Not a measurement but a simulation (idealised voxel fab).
Documented hereafter: the process module known as voxel transistor to metal.
Xsec cut, 180 nm wide, square cell size 5 nm.
Cross-section layout: square cells on a grid; listed as bands, top to bottom; a band spans one or more cell rows.
Per band: top height and bottom height in nm, followed by the left-to-right materials and their widths in nm; "everywhere" marks a single material spanning edge to edge, "blank" marks empty space.
Heights are expressed relative to 0, this being the level below which the as-received wafer comprises one material exclusively. The lowest band is unbounded in the downward direction and is denoted as in "0 nm and below".
When a width is written as two numbers, as in "30->40", the first number is the width in the top row of cells of the band and the second is the width in its bottom row, and the width changes by the same amount from each row to the next.
For the purposes of this document, the phrase "all unchanged" attached to a step denotes that no cell within the cross-section was modified by that step.
Entry "Sealed-off cavities" = empty spaces >= 8 cells with no open way to the top; each as width x height at distance, distance from left edge, all nm.
On each step's line, the part that comes after the settings is the simulator's own comment on the step.
overlay nm: for a step with a mask, the amount by which the mask lay right of where it was planned; a negative amount means left of it.
**The following list gives the planned process steps**
| 1 | RECEIVE | material Si |
| 2 | CONFORMAL_DEP | material SiO2 | thk nm 5 |
| 3 | CONFORMAL_DEP | material SiN | thk nm 10 |
| 4 | DIRECTIONAL_DEP | material aC | thk nm 15 |
| 5 | PATTERN | tone cover | mask id ACTIVE | material resist | width nm 120 | thk nm 30 | overlay nm 0 |
| 6 | DIRECTIONAL_ETCH | etch materials aC | depth nm 15 |
| 7 | STRIP | etch materials resist |
| 8 | DIRECTIONAL_ETCH | etch materials SiN | depth nm 10 |
| 9 | DIRECTIONAL_ETCH | etch materials SiO2 | depth nm 5 |
| 10 | DIRECTIONAL_ETCH | etch materials Si | depth nm 25 |
| 11 | STRIP | etch materials aC |
| 12 | FILL_DEP | material SiO2 | thk nm 10 |
| 13 | CMP | height nm 15 |
| 14 | SELECTIVE_ETCH | etch materials SiO2 | depth nm 10 |
| 15 | STRIP | etch materials SiN |
| 16 | SELECTIVE_ETCH | etch materials SiO2 | depth nm 5 |
| 17 | OXIDIZE | depth nm 5 |
| 18 | DIRECTIONAL_DEP | material polySi | thk nm 25 |
| 19 | DIRECTIONAL_DEP | material SiCN | thk nm 15 |
| 20 | DIRECTIONAL_DEP | material aC | thk nm 15 |
| 21 | PATTERN | tone cover | mask id GATE | material resist | width nm 30 | thk nm 30 | overlay nm 0 |
| 22 | DIRECTIONAL_ETCH | etch materials aC | depth nm 15 |
| 23 | STRIP | etch materials resist |
| 24 | DIRECTIONAL_ETCH | etch materials SiCN | depth nm 25 |
| 25 | DIRECTIONAL_ETCH | etch materials polySi | depth nm 35 |
| 26 | STRIP | etch materials aC |
| 27 | CONFORMAL_DEP | material SiO2 | thk nm 5 |
| 28 | DIRECTIONAL_ETCH | etch materials SiO2 | depth nm 5 |
| 29 | CONFORMAL_DEP | material SiN | thk nm 5 |
| 30 | DIRECTIONAL_ETCH | etch materials SiN | depth nm 5 |
| 31 | DIRECTIONAL_ETCH | etch materials SiO2 | depth nm 5 |
| 32 | EPI | material SiGe | thk nm 5 |
| 33 | FILL_DEP | material SiO2 | thk nm 5 |
| 34 | CMP | height nm 25 |
| 35 | STRIP | etch materials polySi |
| 36 | SELECTIVE_ETCH | etch materials SiO2 | depth nm 5 |
| 37 | CONFORMAL_DEP | material HfO2 | thk nm 5 |
| 38 | CONFORMAL_DEP | material TiN | thk nm 5 |
| 39 | FILL_DEP | material W | thk nm 10 |
| 40 | CMP | height nm 20 |
| 41 | DIRECTIONAL_DEP | material SiO2 | thk nm 15 |
| 42 | PATTERN | tone open | mask id CONTACT | material resist | width nm 20 | pitch nm 80 | thk nm 15 | overlay nm 0 |
| 43 | DIRECTIONAL_ETCH | etch materials SiO2 | depth nm 35 |
| 44 | STRIP | etch materials resist |
| 45 | CONFORMAL_DEP | material TiN | thk nm 5 |
| 46 | FILL_DEP | material W | thk nm 5 |
| 47 | CMP | height nm 35 |
| 48 | CONFORMAL_DEP | material SiN | thk nm 5 |
| 49 | DIRECTIONAL_DEP | material lowk | thk nm 20 |
| 50 | DIRECTIONAL_DEP | material aC | thk nm 15 |
| 51 | PATTERN | tone open | mask id METAL_1 | material resist | width nm 20 | pitch nm 80 | thk nm 30 | overlay nm 0 |
| 52 | DIRECTIONAL_ETCH | etch materials aC | depth nm 15 |
| 53 | STRIP | etch materials resist |
| 54 | DIRECTIONAL_ETCH | etch materials lowk | depth nm 20 |
| 55 | DIRECTIONAL_ETCH | etch materials SiN | depth nm 5 |
| 56 | STRIP | etch materials aC |
| 57 | CONFORMAL_DEP | material TiN | thk nm 5 |
| 58 | FILL_DEP | material Ru | thk nm 5 |
| 59 | CMP | height nm 60 |
| 60 | EPI | material Ru | thk nm 5 |
| 61 | FILL_DEP | material SiCN | thk nm 5 |
| 62 | DIRECTIONAL_DEP | material lowk | thk nm 35 |
| 63 | MASKED_ETCH | tone open | mask id METAL_2_HOLES | width nm 15 | pitch nm 80 | etch materials lowk | depth nm 35 | overlay nm 0 |
| 64 | PATTERN | tone open | mask id METAL_2 | material resist | width nm 20 | pitch nm 80 | thk nm 15 | overlay nm 0 |
| 65 | DIRECTIONAL_ETCH | etch materials lowk | depth nm 20 |
| 66 | DIRECTIONAL_ETCH | etch materials SiCN | depth nm 5 |
| 67 | STRIP | etch materials resist |
| 68 | CONFORMAL_DEP | material TiN | thk nm 5 |
| 69 | FILL_DEP | material Cu | thk nm 10 |
| 70 | CMP | height nm 105 |
| 71 | CONFORMAL_DEP | material SiCN | thk nm 5 |
**First of two wafers, processed according to plan**
**As-received wafer cross-section (after step 1)**
- 0 nm and below | Si everywhere
- Sealed-off cavities: none
**Sectional view: wafer, after step 2**
- 5 nm to 0 nm | SiO2 everywhere
- Under the height 0 nothing was changed.
**Sectional view: wafer, after step 3**
- 15 nm to 5 nm | SiN everywhere
- Under the height 5 nothing was changed.
**Sectional view: wafer, after step 4**
- 30 nm to 15 nm | aC everywhere
- Under the height 15 nothing was changed.
**Sectional view: wafer, after step 5**
- 60 nm to 30 nm | 30 blank  120 resist  30 blank
- Under the height 30 nothing was changed.
**Sectional view: wafer, after step 6**
- 45 nm to 30 nm | 30 blank  120 resist  30 blank
- 30 nm to 15 nm | 30 blank  120 aC  30 blank
- Under the height 15 nothing was changed.
**Sectional view: wafer, after step 7**
- 30 nm to 15 nm | 30 blank  120 aC  30 blank
- Under the height 15 nothing was changed.
**Sectional view: wafer, after step 8**
- 30 nm to 15 nm | 30 blank  120 aC  30 blank
- 15 nm to 5 nm | 30 blank  120 SiN  30 blank
- Under the height 5 nothing was changed.
**Sectional view: wafer, after step 9**
- 30 nm to 15 nm | 30 blank  120 aC  30 blank
- 15 nm to 5 nm | 30 blank  120 SiN  30 blank
- 5 nm to 0 nm | 30 blank  120 SiO2  30 blank
- Under the height 0 nothing was changed.
**Sectional view: wafer, after step 10**
- 30 nm to 15 nm | 30 blank  120 aC  30 blank
- 15 nm to 5 nm | 30 blank  120 SiN  30 blank
- 5 nm to 0 nm | 30 blank  120 SiO2  30 blank
- 0 nm to -25 nm | 30 blank  120 Si  30 blank
- Under the height -25 nothing was changed.
**Sectional view: wafer, after step 11**
- 15 nm to 5 nm | 30 blank  120 SiN  30 blank
- Under the height 5 nothing was changed.
**Sectional view: wafer, after step 12**
- 25 nm to 15 nm | SiO2 everywhere
- 15 nm to 5 nm | 30 SiO2  120 SiN  30 SiO2
- 5 nm to 0 nm | SiO2 everywhere
- 0 nm to -25 nm | 30 SiO2  120 Si  30 SiO2
- Under the height -25 nothing was changed.
**Sectional view: wafer, after step 13**
- 15 nm to 5 nm | 30 SiO2  120 SiN  30 SiO2
- Under the height 5 nothing was changed.
**Sectional view: wafer, after step 14**
- 15 nm to 5 nm | 30 blank  120 SiN  30 blank
- Under the height 5 nothing was changed.
**Sectional view: wafer, after step 15**
- 5 nm to 0 nm | SiO2 everywhere
- Under the height 0 nothing was changed.
**Sectional view: wafer, after step 16**
- 0 nm to -25 nm | 30 SiO2  120 Si  30 SiO2
- Under the height -25 nothing was changed.
**Sectional view: wafer, after step 17**
- 0 nm to -5 nm | SiO2 everywhere
- Under the height -5 nothing was changed.
**Sectional view: wafer, after step 18**
- 25 nm to 0 nm | polySi everywhere
- Under the height 0 nothing was changed.
**Sectional view: wafer, after step 19**
- 40 nm to 25 nm | SiCN everywhere
- Under the height 25 nothing was changed.
**Sectional view: wafer, after step 20**
- 55 nm to 40 nm | aC everywhere
- Under the height 40 nothing was changed.
**Sectional view: wafer, after step 21**
- 85 nm to 55 nm | 75 blank  30 resist  75 blank
- Under the height 55 nothing was changed.
**Sectional view: wafer, after step 22**
- 70 nm to 55 nm | 75 blank  30 resist  75 blank
- 55 nm to 40 nm | 75 blank  30 aC  75 blank
- Under the height 40 nothing was changed.
**Sectional view: wafer, after step 23**
- 55 nm to 40 nm | 75 blank  30 aC  75 blank
- Under the height 40 nothing was changed.
**Sectional view: wafer, after step 24**
- 55 nm to 40 nm | 75 blank  30 aC  75 blank
- 40 nm to 25 nm | 75 blank  30 SiCN  75 blank
- Under the height 25 nothing was changed.
**Sectional view: wafer, after step 25**
- 55 nm to 40 nm | 75 blank  30 aC  75 blank
- 40 nm to 25 nm | 75 blank  30 SiCN  75 blank
- 25 nm to 0 nm | 75 blank  30 polySi  75 blank
- Under the height 0 nothing was changed.
**Sectional view: wafer, after step 26**
- 40 nm to 25 nm | 75 blank  30 SiCN  75 blank
- Under the height 25 nothing was changed.
**Sectional view: wafer, after step 27**
- 45 nm to 40 nm | 70 blank  40 SiO2  70 blank
- 40 nm to 25 nm | 70 blank  5 SiO2  30 SiCN  5 SiO2  70 blank
- 25 nm to 5 nm | 70 blank  5 SiO2  30 polySi  5 SiO2  70 blank
- 5 nm to 0 nm | 75 SiO2  30 polySi  75 SiO2
- Under the height 0 nothing was changed.
**Sectional view: wafer, after step 28**
- 40 nm to 25 nm | 70 blank  5 SiO2  30 SiCN  5 SiO2  70 blank
- 25 nm to 0 nm | 70 blank  5 SiO2  30 polySi  5 SiO2  70 blank
- Under the height 0 nothing was changed.
**Sectional view: wafer, after step 29**
- 45 nm to 40 nm | 65 blank  50 SiN  65 blank
- 40 nm to 25 nm | 65 blank  5 SiN  5 SiO2  30 SiCN  5 SiO2  5 SiN  65 blank
- 25 nm to 5 nm | 65 blank  5 SiN  5 SiO2  30 polySi  5 SiO2  5 SiN  65 blank
- 5 nm to 0 nm | 70 SiN  5 SiO2  30 polySi  5 SiO2  70 SiN
- Under the height 0 nothing was changed.
**Sectional view: wafer, after step 30**
- 40 nm to 25 nm | 65 blank  5 SiN  5 SiO2  30 SiCN  5 SiO2  5 SiN  65 blank
- 25 nm to 0 nm | 65 blank  5 SiN  5 SiO2  30 polySi  5 SiO2  5 SiN  65 blank
- Under the height 0 nothing was changed.
**Sectional view: wafer, after step 31**
- 40 nm to 35 nm | 65 blank  5 SiN  5 blank  30 SiCN  5 blank  5 SiN  65 blank
- 35 nm to 25 nm | 65 blank  5 SiN  5 SiO2  30 SiCN  5 SiO2  5 SiN  65 blank
- 25 nm to 0 nm | 65 blank  5 SiN  5 SiO2  30 polySi  5 SiO2  5 SiN  65 blank
- 0 nm to -5 nm | 65 blank  50 SiO2  65 blank
- Under the height -5 nothing was changed.
**Sectional view: wafer, after step 32**
- 40 nm to 35 nm | 65 blank  5 SiN  5 blank  30 SiCN  5 blank  5 SiN  65 blank
- 35 nm to 25 nm | 65 blank  5 SiN  5 SiO2  30 SiCN  5 SiO2  5 SiN  65 blank
- 25 nm to 0 nm | 65 blank  5 SiN  5 SiO2  30 polySi  5 SiO2  5 SiN  65 blank
- 0 nm to -5 nm | 25 blank  40 SiGe  50 SiO2  40 SiGe  25 blank
- Under the height -5 nothing was changed.
**Sectional view: wafer, after step 33**
- 45 nm to 40 nm | SiO2 everywhere
- 40 nm to 25 nm | 65 SiO2  5 SiN  5 SiO2  30 SiCN  5 SiO2  5 SiN  65 SiO2
- 25 nm to 0 nm | 65 SiO2  5 SiN  5 SiO2  30 polySi  5 SiO2  5 SiN  65 SiO2
- 0 nm to -5 nm | 25 SiO2  40 SiGe  50 SiO2  40 SiGe  25 SiO2
- Under the height -5 nothing was changed.
**Sectional view: wafer, after step 34**
- 25 nm to 0 nm | 65 SiO2  5 SiN  5 SiO2  30 polySi  5 SiO2  5 SiN  65 SiO2
- Under the height 0 nothing was changed.
**Sectional view: wafer, after step 35**
- 25 nm to 0 nm | 65 SiO2  5 SiN  5 SiO2  30 blank  5 SiO2  5 SiN  65 SiO2
- Under the height 0 nothing was changed.
**Sectional view: wafer, after step 36**
- 25 nm to 20 nm | 65 blank  5 SiN  40 blank  5 SiN  65 blank
- 20 nm to 0 nm | 65 SiO2  5 SiN  40 blank  5 SiN  65 SiO2
- 0 nm to -5 nm | 25 SiO2  40 SiGe  5 SiO2  40 blank  5 SiO2  40 SiGe  25 SiO2
- Under the height -5 nothing was changed.
**Sectional view: wafer, after step 37**
- 30 nm to 25 nm | 60 blank  15 HfO2  30 blank  15 HfO2  60 blank
- 25 nm to 20 nm | 65 HfO2  5 SiN  5 HfO2  30 blank  5 HfO2  5 SiN  65 HfO2
- 20 nm to 0 nm | 65 SiO2  5 SiN  5 HfO2  30 blank  5 HfO2  5 SiN  65 SiO2
- 0 nm to -5 nm | 25 SiO2  40 SiGe  5 SiO2  40 HfO2  5 SiO2  40 SiGe  25 SiO2
- Under the height -5 nothing was changed.
**Sectional view: wafer, after step 38**
- 35 nm to 30 nm | 55 blank  25 TiN  20 blank  25 TiN  55 blank
- 30 nm to 25 nm | 60 TiN  15 HfO2  5 TiN  20 blank  5 TiN  15 HfO2  60 TiN
- 25 nm to 20 nm | 65 HfO2  5 SiN  5 HfO2  5 TiN  20 blank  5 TiN  5 HfO2  5 SiN  65 HfO2
- 20 nm to 5 nm | 65 SiO2  5 SiN  5 HfO2  5 TiN  20 blank  5 TiN  5 HfO2  5 SiN  65 SiO2
- 5 nm to 0 nm | 65 SiO2  5 SiN  5 HfO2  30 TiN  5 HfO2  5 SiN  65 SiO2
- Under the height 0 nothing was changed.
**Sectional view: wafer, after step 39**
- 45 nm to 35 nm | W everywhere
- 35 nm to 30 nm | 55 W  25 TiN  20 W  25 TiN  55 W
- 30 nm to 25 nm | 60 TiN  15 HfO2  5 TiN  20 W  5 TiN  15 HfO2  60 TiN
- 25 nm to 20 nm | 65 HfO2  5 SiN  5 HfO2  5 TiN  20 W  5 TiN  5 HfO2  5 SiN  65 HfO2
- 20 nm to 5 nm | 65 SiO2  5 SiN  5 HfO2  5 TiN  20 W  5 TiN  5 HfO2  5 SiN  65 SiO2
- Under the height 5 nothing was changed.
**Sectional view: wafer, after step 40**
- 20 nm to 5 nm | 65 SiO2  5 SiN  5 HfO2  5 TiN  20 W  5 TiN  5 HfO2  5 SiN  65 SiO2
- Under the height 5 nothing was changed.
**Sectional view: wafer, after step 41**
- 35 nm to 20 nm | SiO2 everywhere
- Under the height 20 nothing was changed.
**Sectional view: wafer, after step 42**
- 50 nm to 35 nm | 40 resist  20 blank  60 resist  20 blank  40 resist
- Under the height 35 nothing was changed.
**Sectional view: wafer, after step 43**
- 50 nm to 35 nm | 40 resist  20 blank  60 resist  20 blank  40 resist
- 35 nm to 20 nm | 40 SiO2  20 blank  60 SiO2  20 blank  40 SiO2
- 20 nm to 5 nm | 40 SiO2  20 blank  5 SiO2  5 SiN  5 HfO2  5 TiN  20 W  5 TiN  5 HfO2  5 SiN  5 SiO2  20 blank  40 SiO2
- 5 nm to 0 nm | 40 SiO2  20 blank  5 SiO2  5 SiN  5 HfO2  30 TiN  5 HfO2  5 SiN  5 SiO2  20 blank  40 SiO2
- Under the height 0 nothing was changed.
**Sectional view: wafer, after step 44**
- 35 nm to 20 nm | 40 SiO2  20 blank  60 SiO2  20 blank  40 SiO2
- Under the height 20 nothing was changed.
**Sectional view: wafer, after step 45**
- 40 nm to 35 nm | 45 TiN  10 blank  70 TiN  10 blank  45 TiN
- 35 nm to 20 nm | 40 SiO2  5 TiN  10 blank  5 TiN  60 SiO2  5 TiN  10 blank  5 TiN  40 SiO2
- 20 nm to 5 nm | 40 SiO2  5 TiN  10 blank  5 TiN  5 SiO2  5 SiN  5 HfO2  5 TiN  20 W  5 TiN  5 HfO2  5 SiN  5 SiO2  5 TiN  10 blank  5 TiN  40 SiO2
- 5 nm to 0 nm | 40 SiO2  20 TiN  5 SiO2  5 SiN  5 HfO2  30 TiN  5 HfO2  5 SiN  5 SiO2  20 TiN  40 SiO2
- Under the height 0 nothing was changed.
**Sectional view: wafer, after step 46**
- 45 nm to 40 nm | W everywhere
- 40 nm to 35 nm | 45 TiN  10 W  70 TiN  10 W  45 TiN
- 35 nm to 20 nm | 40 SiO2  5 TiN  10 W  5 TiN  60 SiO2  5 TiN  10 W  5 TiN  40 SiO2
- 20 nm to 5 nm | 40 SiO2  5 TiN  10 W  5 TiN  5 SiO2  5 SiN  5 HfO2  5 TiN  20 W  5 TiN  5 HfO2  5 SiN  5 SiO2  5 TiN  10 W  5 TiN  40 SiO2
- Under the height 5 nothing was changed.
**Sectional view: wafer, after step 47**
- 35 nm to 20 nm | 40 SiO2  5 TiN  10 W  5 TiN  60 SiO2  5 TiN  10 W  5 TiN  40 SiO2
- Under the height 20 nothing was changed.
**Sectional view: wafer, after step 48**
- 40 nm to 35 nm | SiN everywhere
- Under the height 35 nothing was changed.
**Sectional view: wafer, after step 49**
- 60 nm to 40 nm | lowk everywhere
- Under the height 40 nothing was changed.
**Sectional view: wafer, after step 50**
- 75 nm to 60 nm | aC everywhere
- Under the height 60 nothing was changed.
**Sectional view: wafer, after step 51**
- 105 nm to 75 nm | 40 resist  20 blank  60 resist  20 blank  40 resist
- Under the height 75 nothing was changed.
**Sectional view: wafer, after step 52**
- 90 nm to 75 nm | 40 resist  20 blank  60 resist  20 blank  40 resist
- 75 nm to 60 nm | 40 aC  20 blank  60 aC  20 blank  40 aC
- Under the height 60 nothing was changed.
**Sectional view: wafer, after step 53**
- 75 nm to 60 nm | 40 aC  20 blank  60 aC  20 blank  40 aC
- Under the height 60 nothing was changed.
**Sectional view: wafer, after step 54**
- 75 nm to 60 nm | 40 aC  20 blank  60 aC  20 blank  40 aC
- 60 nm to 40 nm | 40 lowk  20 blank  60 lowk  20 blank  40 lowk
- Under the height 40 nothing was changed.
**Sectional view: wafer, after step 55**
- 75 nm to 60 nm | 40 aC  20 blank  60 aC  20 blank  40 aC
- 60 nm to 40 nm | 40 lowk  20 blank  60 lowk  20 blank  40 lowk
- 40 nm to 35 nm | 40 SiN  20 blank  60 SiN  20 blank  40 SiN
- Under the height 35 nothing was changed.
**Sectional view: wafer, after step 56**
- 60 nm to 40 nm | 40 lowk  20 blank  60 lowk  20 blank  40 lowk
- Under the height 40 nothing was changed.
**Sectional view: wafer, after step 57**
- 65 nm to 60 nm | 45 TiN  10 blank  70 TiN  10 blank  45 TiN
- 60 nm to 40 nm | 40 lowk  5 TiN  10 blank  5 TiN  60 lowk  5 TiN  10 blank  5 TiN  40 lowk
- 40 nm to 35 nm | 40 SiN  20 TiN  60 SiN  20 TiN  40 SiN
- Under the height 35 nothing was changed.
**Sectional view: wafer, after step 58**
- 70 nm to 65 nm | Ru everywhere
- 65 nm to 60 nm | 45 TiN  10 Ru  70 TiN  10 Ru  45 TiN
- 60 nm to 40 nm | 40 lowk  5 TiN  10 Ru  5 TiN  60 lowk  5 TiN  10 Ru  5 TiN  40 lowk
- Under the height 40 nothing was changed.
**Sectional view: wafer, after step 59**
- 60 nm to 40 nm | 40 lowk  5 TiN  10 Ru  5 TiN  60 lowk  5 TiN  10 Ru  5 TiN  40 lowk
- Under the height 40 nothing was changed.
**Sectional view: wafer, after step 60**
- 65 nm to 60 nm | 35 blank  30 Ru  50 blank  30 Ru  35 blank
- Under the height 60 nothing was changed.
**Sectional view: wafer, after step 61**
- 70 nm to 65 nm | SiCN everywhere
- 65 nm to 60 nm | 35 SiCN  30 Ru  50 SiCN  30 Ru  35 SiCN
- Under the height 60 nothing was changed.
**Sectional view: wafer, after step 62**
- 105 nm to 70 nm | lowk everywhere
- Under the height 70 nothing was changed.
**Sectional view: wafer, after step 63**
- 105 nm to 70 nm | 40 lowk  15 blank  65 lowk  15 blank  45 lowk
- Under the height 70 nothing was changed.
**Sectional view: wafer, after step 64**
- 120 nm to 105 nm | 40 resist  20 blank  60 resist  20 blank  40 resist
- Under the height 105 nothing was changed.
**Sectional view: wafer, after step 65**
- 120 nm to 105 nm | 40 resist  20 blank  60 resist  20 blank  40 resist
- 105 nm to 85 nm | 40 lowk  20 blank  60 lowk  20 blank  40 lowk
- Under the height 85 nothing was changed.
**Sectional view: wafer, after step 66**
- 120 nm to 105 nm | 40 resist  20 blank  60 resist  20 blank  40 resist
- 105 nm to 85 nm | 40 lowk  20 blank  60 lowk  20 blank  40 lowk
- 85 nm to 70 nm | 40 lowk  15 blank  65 lowk  15 blank  45 lowk
- 70 nm to 65 nm | 40 SiCN  15 blank  65 SiCN  15 blank  45 SiCN
- Under the height 65 nothing was changed.
**Sectional view: wafer, after step 67**
- 105 nm to 85 nm | 40 lowk  20 blank  60 lowk  20 blank  40 lowk
- Under the height 85 nothing was changed.
**Sectional view: wafer, after step 68**
- 110 nm to 105 nm | 45 TiN  10 blank  70 TiN  10 blank  45 TiN
- 105 nm to 90 nm | 40 lowk  5 TiN  10 blank  5 TiN  60 lowk  5 TiN  10 blank  5 TiN  40 lowk
- 90 nm to 85 nm | 40 lowk  5 TiN  5 blank  10 TiN  60 lowk  5 TiN  5 blank  10 TiN  40 lowk
- 85 nm to 70 nm | 40 lowk  5 TiN  5 blank  5 TiN  65 lowk  5 TiN  5 blank  5 TiN  45 lowk
- 70 nm to 65 nm | 40 SiCN  15 TiN  65 SiCN  15 TiN  45 SiCN
- Under the height 65 nothing was changed.
**Sectional view: wafer, after step 69**
- 120 nm to 110 nm | Cu everywhere
- 110 nm to 105 nm | 45 TiN  10 Cu  70 TiN  10 Cu  45 TiN
- 105 nm to 90 nm | 40 lowk  5 TiN  10 Cu  5 TiN  60 lowk  5 TiN  10 Cu  5 TiN  40 lowk
- 90 nm to 85 nm | 40 lowk  5 TiN  5 Cu  10 TiN  60 lowk  5 TiN  5 Cu  10 TiN  40 lowk
- 85 nm to 70 nm | 40 lowk  5 TiN  5 Cu  5 TiN  65 lowk  5 TiN  5 Cu  5 TiN  45 lowk
- Under the height 70 nothing was changed.
**Sectional view: wafer, after step 70**
- 105 nm to 90 nm | 40 lowk  5 TiN  10 Cu  5 TiN  60 lowk  5 TiN  10 Cu  5 TiN  40 lowk
- Under the height 90 nothing was changed.
**Sectional view: wafer, after step 71**
- 110 nm to 105 nm | SiCN everywhere
- Under the height 105 nothing was changed.
**Second wafer. Start and plan as for the first. One mistake made in running. Agrees with the first up to and including step 39**
Second wafer, section view, time point: scheduled end of step 40: all unchanged
**Second wafer, section view, time point: scheduled end of step 41**
- 60 nm to 45 nm | SiO2 everywhere
- Under the height 45 nothing was changed.
**Second wafer, section view, time point: scheduled end of step 42**
- 75 nm to 60 nm | 40 resist  20 blank  60 resist  20 blank  40 resist
- Under the height 60 nothing was changed.
**Second wafer, section view, time point: scheduled end of step 43**
- 75 nm to 60 nm | 40 resist  20 blank  60 resist  20 blank  40 resist
- 60 nm to 45 nm | 40 SiO2  20 blank  60 SiO2  20 blank  40 SiO2
- Under the height 45 nothing was changed.
**Second wafer, section view, time point: scheduled end of step 44**
- 60 nm to 45 nm | 40 SiO2  20 blank  60 SiO2  20 blank  40 SiO2
- Under the height 45 nothing was changed.
**Second wafer, section view, time point: scheduled end of step 45**
- 65 nm to 60 nm | 45 TiN  10 blank  70 TiN  10 blank  45 TiN
- 60 nm to 50 nm | 40 SiO2  5 TiN  10 blank  5 TiN  60 SiO2  5 TiN  10 blank  5 TiN  40 SiO2
- 50 nm to 45 nm | 40 SiO2  20 TiN  60 SiO2  20 TiN  40 SiO2
- Under the height 45 nothing was changed.
**Second wafer, section view, time point: scheduled end of step 46**
- 70 nm to 65 nm | W everywhere
- 65 nm to 60 nm | 45 TiN  10 W  70 TiN  10 W  45 TiN
- 60 nm to 50 nm | 40 SiO2  5 TiN  10 W  5 TiN  60 SiO2  5 TiN  10 W  5 TiN  40 SiO2
- Under the height 50 nothing was changed.
**Second wafer, section view, time point: scheduled end of step 47**
- 35 nm to 30 nm | 55 W  25 TiN  20 W  25 TiN  55 W
- Under the height 30 nothing was changed.
**Second wafer, section view, time point: scheduled end of step 48**
- 40 nm to 35 nm | SiN everywhere
- Under the height 35 nothing was changed.
**Second wafer, section view, time point: scheduled end of step 49**
- 60 nm to 40 nm | lowk everywhere
- Under the height 40 nothing was changed.
**Second wafer, section view, time point: scheduled end of step 50**
- 75 nm to 60 nm | aC everywhere
- Under the height 60 nothing was changed.
**Second wafer, section view, time point: scheduled end of step 51**
- 105 nm to 75 nm | 40 resist  20 blank  60 resist  20 blank  40 resist
- Under the height 75 nothing was changed.
**Second wafer, section view, time point: scheduled end of step 52**
- 90 nm to 75 nm | 40 resist  20 blank  60 resist  20 blank  40 resist
- 75 nm to 60 nm | 40 aC  20 blank  60 aC  20 blank  40 aC
- Under the height 60 nothing was changed.
**Second wafer, section view, time point: scheduled end of step 53**
- 75 nm to 60 nm | 40 aC  20 blank  60 aC  20 blank  40 aC
- Under the height 60 nothing was changed.
**Second wafer, section view, time point: scheduled end of step 54**
- 75 nm to 60 nm | 40 aC  20 blank  60 aC  20 blank  40 aC
- 60 nm to 40 nm | 40 lowk  20 blank  60 lowk  20 blank  40 lowk
- Under the height 40 nothing was changed.
**Second wafer, section view, time point: scheduled end of step 55**
- 75 nm to 60 nm | 40 aC  20 blank  60 aC  20 blank  40 aC
- 60 nm to 40 nm | 40 lowk  20 blank  60 lowk  20 blank  40 lowk
- 40 nm to 35 nm | 40 SiN  20 blank  60 SiN  20 blank  40 SiN
- Under the height 35 nothing was changed.
**Second wafer, section view, time point: scheduled end of step 56**
- 60 nm to 40 nm | 40 lowk  20 blank  60 lowk  20 blank  40 lowk
- Under the height 40 nothing was changed.
**Second wafer, section view, time point: scheduled end of step 57**
- 65 nm to 60 nm | 45 TiN  10 blank  70 TiN  10 blank  45 TiN
- 60 nm to 40 nm | 40 lowk  5 TiN  10 blank  5 TiN  60 lowk  5 TiN  10 blank  5 TiN  40 lowk
- 40 nm to 35 nm | 40 SiN  20 TiN  60 SiN  20 TiN  40 SiN
- Under the height 35 nothing was changed.
**Second wafer, section view, time point: scheduled end of step 58**
- 70 nm to 65 nm | Ru everywhere
- 65 nm to 60 nm | 45 TiN  10 Ru  70 TiN  10 Ru  45 TiN
- 60 nm to 40 nm | 40 lowk  5 TiN  10 Ru  5 TiN  60 lowk  5 TiN  10 Ru  5 TiN  40 lowk
- Under the height 40 nothing was changed.
**Second wafer, section view, time point: scheduled end of step 59**
- 60 nm to 40 nm | 40 lowk  5 TiN  10 Ru  5 TiN  60 lowk  5 TiN  10 Ru  5 TiN  40 lowk
- Under the height 40 nothing was changed.
**Second wafer, section view, time point: scheduled end of step 60**
- 65 nm to 60 nm | 35 blank  30 Ru  50 blank  30 Ru  35 blank
- Under the height 60 nothing was changed.
**Second wafer, section view, time point: scheduled end of step 61**
- 70 nm to 65 nm | SiCN everywhere
- 65 nm to 60 nm | 35 SiCN  30 Ru  50 SiCN  30 Ru  35 SiCN
- Under the height 60 nothing was changed.
**Second wafer, section view, time point: scheduled end of step 62**
- 105 nm to 70 nm | lowk everywhere
- Under the height 70 nothing was changed.
**Second wafer, section view, time point: scheduled end of step 63**
- 105 nm to 70 nm | 40 lowk  15 blank  65 lowk  15 blank  45 lowk
- Under the height 70 nothing was changed.
**Second wafer, section view, time point: scheduled end of step 64**
- 120 nm to 105 nm | 40 resist  20 blank  60 resist  20 blank  40 resist
- Under the height 105 nothing was changed.
**Second wafer, section view, time point: scheduled end of step 65**
- 120 nm to 105 nm | 40 resist  20 blank  60 resist  20 blank  40 resist
- 105 nm to 85 nm | 40 lowk  20 blank  60 lowk  20 blank  40 lowk
- Under the height 85 nothing was changed.
**Second wafer, section view, time point: scheduled end of step 66**
- 120 nm to 105 nm | 40 resist  20 blank  60 resist  20 blank  40 resist
- 105 nm to 85 nm | 40 lowk  20 blank  60 lowk  20 blank  40 lowk
- 85 nm to 70 nm | 40 lowk  15 blank  65 lowk  15 blank  45 lowk
- 70 nm to 65 nm | 40 SiCN  15 blank  65 SiCN  15 blank  45 SiCN
- Under the height 65 nothing was changed.
**Second wafer, section view, time point: scheduled end of step 67**
- 105 nm to 85 nm | 40 lowk  20 blank  60 lowk  20 blank  40 lowk
- Under the height 85 nothing was changed.
**Second wafer, section view, time point: scheduled end of step 68**
- 110 nm to 105 nm | 45 TiN  10 blank  70 TiN  10 blank  45 TiN
- 105 nm to 90 nm | 40 lowk  5 TiN  10 blank  5 TiN  60 lowk  5 TiN  10 blank  5 TiN  40 lowk
- 90 nm to 85 nm | 40 lowk  5 TiN  5 blank  10 TiN  60 lowk  5 TiN  5 blank  10 TiN  40 lowk
- 85 nm to 70 nm | 40 lowk  5 TiN  5 blank  5 TiN  65 lowk  5 TiN  5 blank  5 TiN  45 lowk
- 70 nm to 65 nm | 40 SiCN  15 TiN  65 SiCN  15 TiN  45 SiCN
- Under the height 65 nothing was changed.
**Second wafer, section view, time point: scheduled end of step 69**
- 120 nm to 110 nm | Cu everywhere
- 110 nm to 105 nm | 45 TiN  10 Cu  70 TiN  10 Cu  45 TiN
- 105 nm to 90 nm | 40 lowk  5 TiN  10 Cu  5 TiN  60 lowk  5 TiN  10 Cu  5 TiN  40 lowk
- 90 nm to 85 nm | 40 lowk  5 TiN  5 Cu  10 TiN  60 lowk  5 TiN  5 Cu  10 TiN  40 lowk
- 85 nm to 70 nm | 40 lowk  5 TiN  5 Cu  5 TiN  65 lowk  5 TiN  5 Cu  5 TiN  45 lowk
- Under the height 70 nothing was changed.
**Second wafer, section view, time point: scheduled end of step 70**
- 105 nm to 90 nm | 40 lowk  5 TiN  10 Cu  5 TiN  60 lowk  5 TiN  10 Cu  5 TiN  40 lowk
- Under the height 90 nothing was changed.
**Second wafer, section view, time point: scheduled end of step 71**
- 110 nm to 105 nm | SiCN everywhere
- Under the height 105 nothing was changed.
Finding, execution versus plan: execution of step 40 of the plan did not take place, the step having been omitted
Upon completion, the second wafer contains, in terms of cells, a greater or smaller amount of certain materials than the first wafer: HfO2 +34 | SiN +2 | SiO2 -52 | TiN +6 | W +10
